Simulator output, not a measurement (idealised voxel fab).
Process module heading - voxel air gaps
Square cells of 5 nm make up the cross-section cut, whose width is 270 nm.
Throughout this document, each cross-section is represented as a grid of square cells and is presented as a sequence of bands enumerated from the top downward, where a band comprises one or more rows of cells. Heights first: top, then bottom, in nm. Then materials, left to right, each with a width in nm. "throughout" on a single material: fills the band edge to edge. "blank": empty space. Zero point of the height axis is 0; under it, received wafer = one material. Lowest band: continues down indefinitely, "from 0 down". Width spec "30 to 40" -> top row of cells at first value, bottom row at second value, equal per-row change in between. Given "no alterations made" for a step, no cell of the cross-section differs between before and after that step. "Voids lacking openings" specifies each empty space that is not open to the top and that occupies no fewer than 8 cells, using the form width x height at distance, the distance measured from the left edge and all three quantities in nm. What comes after the settings on a step's line is commentary from the simulator itself on that step. On any step carrying a mask, the "overlay nm" setting, if present on the step's line, tells how far right of its planned place the mask lay; negative values point to the left.

### The following list gives the planned process steps
1 RECEIVE (material Si)
2 CONFORMAL_DEP (material SiO2; thk nm 10)
3 CONFORMAL_DEP (material SiN; thk nm 5)
4 DIRECTIONAL_DEP (material lowk; thk nm 30)
5 PATTERN (tone open; mask id LINES; material resist; width nm 20; pitch nm 45; thk nm 20; overlay nm 0)
6 DIRECTIONAL_ETCH (etch materials lowk; depth nm 30)
7 STRIP (etch materials resist)
8 CONFORMAL_DEP (material TiN; thk nm 5)
9 FILL_DEP (material Ru; thk nm 10)
10 CMP (height nm 45)
11 EPI (material Ru; thk nm 10)
12 SELECTIVE_ETCH (etch materials lowk; depth nm 40)
13 CONFORMAL_DEP (material SiCN; thk nm 5)

### The first of two wafers, run as planned

### Delivered wafer in cross-section: state after step 1
    from 0 down: Si throughout
    Voids lacking openings: none

### Cross-sectional representation of the wafer at the conclusion of step 2
    from 10 to 0: SiO2 throughout
    below 0: unchanged

### Cross-sectional representation of the wafer at the conclusion of step 3
    from 15 to 10: SiN throughout
    below 10: unchanged

### Cross-sectional representation of the wafer at the conclusion of step 4
    from 45 to 15: lowk throughout
    below 15: unchanged

### Cross-sectional representation of the wafer at the conclusion of step 5
    from 65 to 45: resist (80) / blank (20) / resist (25) / blank (20) / resist (25) / blank (20) / resist (80)
    below 45: unchanged

### Cross-sectional representation of the wafer at the conclusion of step 6
    from 65 to 45: resist (80) / blank (20) / resist (25) / blank (20) / resist (25) / blank (20) / resist (80)
    from 45 to 15: lowk (80) / blank (20) / lowk (25) / blank (20) / lowk (25) / blank (20) / lowk (80)
    below 15: unchanged

### Cross-sectional representation of the wafer at the conclusion of step 7
    from 45 to 15: lowk (80) / blank (20) / lowk (25) / blank (20) / lowk (25) / blank (20) / lowk (80)
    below 15: unchanged

### Cross-sectional representation of the wafer at the conclusion of step 8
    from 50 to 45: TiN (85) / blank (10) / TiN (35) / blank (10) / TiN (35) / blank (10) / TiN (85)
    from 45 to 20: lowk (80) / TiN (5) / blank (10) / TiN (5) / lowk (25) / TiN (5) / blank (10) / TiN (5) / lowk (25) / TiN (5) / blank (10) / TiN (5) / lowk (80)
    from 20 to 15: lowk (80) / TiN (20) / lowk (25) / TiN (20) / lowk (25) / TiN (20) / lowk (80)
    below 15: unchanged

### Cross-sectional representation of the wafer at the conclusion of step 9
    from 60 to 50: Ru throughout
    from 50 to 45: TiN (85) / Ru (10) / TiN (35) / Ru (10) / TiN (35) / Ru (10) / TiN (85)
    from 45 to 20: lowk (80) / TiN (5) / Ru (10) / TiN (5) / lowk (25) / TiN (5) / Ru (10) / TiN (5) / lowk (25) / TiN (5) / Ru (10) / TiN (5) / lowk (80)
    below 20: unchanged

### Cross-sectional representation of the wafer at the conclusion of step 10
    from 45 to 20: lowk (80) / TiN (5) / Ru (10) / TiN (5) / lowk (25) / TiN (5) / Ru (10) / TiN (5) / lowk (25) / TiN (5) / Ru (10) / TiN (5) / lowk (80)
    below 20: unchanged

### Cross-sectional representation of the wafer at the conclusion of step 11
    from 55 to 45: blank (70) / Ru (40) / blank (5) / Ru (40) / blank (5) / Ru (40) / blank (70)
    below 45: unchanged

### Cross-sectional representation of the wafer at the conclusion of step 12
    from 55 to 45: blank (70) / Ru (40) / blank (5) / Ru (40) / blank (5) / Ru (40) / blank (70)
    from 45 to 20: blank (80) / TiN (5) / Ru (10) / TiN (5) / blank (25) / TiN (5) / Ru (10) / TiN (5) / blank (25) / TiN (5) / Ru (10) / TiN (5) / blank (80)
    from 20 to 15: blank (80) / TiN (20) / blank (25) / TiN (20) / blank (25) / TiN (20) / blank (80)
    below 15: unchanged

### Cross-sectional representation of the wafer at the conclusion of step 13
    from 60 to 55: blank (65) / SiCN (140) / blank (65)
    from 55 to 45: blank (65) / SiCN (5) / Ru (40) / SiCN (5) / Ru (40) / SiCN (5) / Ru (40) / SiCN (5) / blank (65)
    from 45 to 40: blank (65) / SiCN (15) / TiN (5) / Ru (10) / TiN (5) / SiCN (25) / TiN (5) / Ru (10) / TiN (5) / SiCN (25) / TiN (5) / Ru (10) / TiN (5) / SiCN (15) / blank (65)
    from 40 to 20: blank (75) / SiCN (5) / TiN (5) / Ru (10) / TiN (5) / SiCN (5) / blank (15) / SiCN (5) / TiN (5) / Ru (10) / TiN (5) / SiCN (5) / blank (15) / SiCN (5) / TiN (5) / Ru (10) / TiN (5) / SiCN (5) / blank (75)
    from 20 to 15: SiCN (80) / TiN (20) / SiCN (25) / TiN (20) / SiCN (25) / TiN (20) / SiCN (80)
    below 15: unchanged
    Voids lacking openings: 15 x 20 at 105; 15 x 20 at 150

### Second wafer, same starting conditions and recipe as the first, one mistake in executing it, nothing differs from the first up to and including step 4

### Second wafer, cut view, end of step 5 per plan
    from 65 to 45: resist (70) / blank (20) / resist (25) / blank (20) / resist (25) / blank (20) / resist (90)
    below 45: unchanged

### Second wafer, cut view, end of step 6 per plan
    from 65 to 45: resist (70) / blank (20) / resist (25) / blank (20) / resist (25) / blank (20) / resist (90)
    from 45 to 15: lowk (70) / blank (20) / lowk (25) / blank (20) / lowk (25) / blank (20) / lowk (90)
    below 15: unchanged

### Second wafer, cut view, end of step 7 per plan
    from 45 to 15: lowk (70) / blank (20) / lowk (25) / blank (20) / lowk (25) / blank (20) / lowk (90)
    below 15: unchanged

### Second wafer, cut view, end of step 8 per plan
    from 50 to 45: TiN (75) / blank (10) / TiN (35) / blank (10) / TiN (35) / blank (10) / TiN (95)
    from 45 to 20: lowk (70) / TiN (5) / blank (10) / TiN (5) / lowk (25) / TiN (5) / blank (10) / TiN (5) / lowk (25) / TiN (5) / blank (10) / TiN (5) / lowk (90)
    from 20 to 15: lowk (70) / TiN (20) / lowk (25) / TiN (20) / lowk (25) / TiN (20) / lowk (90)
    below 15: unchanged

### Second wafer, cut view, end of step 9 per plan
    from 60 to 50: Ru throughout
    from 50 to 45: TiN (75) / Ru (10) / TiN (35) / Ru (10) / TiN (35) / Ru (10) / TiN (95)
    from 45 to 20: lowk (70) / TiN (5) / Ru (10) / TiN (5) / lowk (25) / TiN (5) / Ru (10) / TiN (5) / lowk (25) / TiN (5) / Ru (10) / TiN (5) / lowk (90)
    below 20: unchanged

### Second wafer, cut view, end of step 10 per plan
    from 45 to 20: lowk (70) / TiN (5) / Ru (10) / TiN (5) / lowk (25) / TiN (5) / Ru (10) / TiN (5) / lowk (25) / TiN (5) / Ru (10) / TiN (5) / lowk (90)
    below 20: unchanged

### Second wafer, cut view, end of step 11 per plan
    from 55 to 45: blank (60) / Ru (40) / blank (5) / Ru (40) / blank (5) / Ru (40) / blank (80)
    below 45: unchanged

### Second wafer, cut view, end of step 12 per plan
    from 55 to 45: blank (60) / Ru (40) / blank (5) / Ru (40) / blank (5) / Ru (40) / blank (80)
    from 45 to 20: blank (70) / TiN (5) / Ru (10) / TiN (5) / blank (25) / TiN (5) / Ru (10) / TiN (5) / blank (25) / TiN (5) / Ru (10) / TiN (5) / blank (90)
    from 20 to 15: blank (70) / TiN (20) / blank (25) / TiN (20) / blank (25) / TiN (20) / blank (90)
    below 15: unchanged

### Second wafer, cut view, end of step 13 per plan
    from 60 to 55: blank (55) / SiCN (140) / blank (75)
    from 55 to 45: blank (55) / SiCN (5) / Ru (40) / SiCN (5) / Ru (40) / SiCN (5) / Ru (40) / SiCN (5) / blank (75)
    from 45 to 40: blank (55) / SiCN (15) / TiN (5) / Ru (10) / TiN (5) / SiCN (25) / TiN (5) / Ru (10) / TiN (5) / SiCN (25) / TiN (5) / Ru (10) / TiN (5) / SiCN (15) / blank (75)
    from 40 to 20: blank (65) / SiCN (5) / TiN (5) / Ru (10) / TiN (5) / SiCN (5) / blank (15) / SiCN (5) / TiN (5) / Ru (10) / TiN (5) / SiCN (5) / blank (15) / SiCN (5) / TiN (5) / Ru (10) / TiN (5) / SiCN (5) / blank (85)
    from 20 to 15: SiCN (70) / TiN (20) / SiCN (25) / TiN (20) / SiCN (25) / TiN (20) / SiCN (90)
    below 15: unchanged
    Voids lacking openings: 15 x 20 at 95; 15 x 20 at 140
Heads up, the wafer didn't run the way we planned it: step 5 went in with a setting other than planned; the actual run was PATTERN (tone open; mask id LINES; material resist; width nm 20; pitch nm 45; thk nm 20; overlay nm -10)
Final state: per-material cell counts identical on both wafers; locations differ.
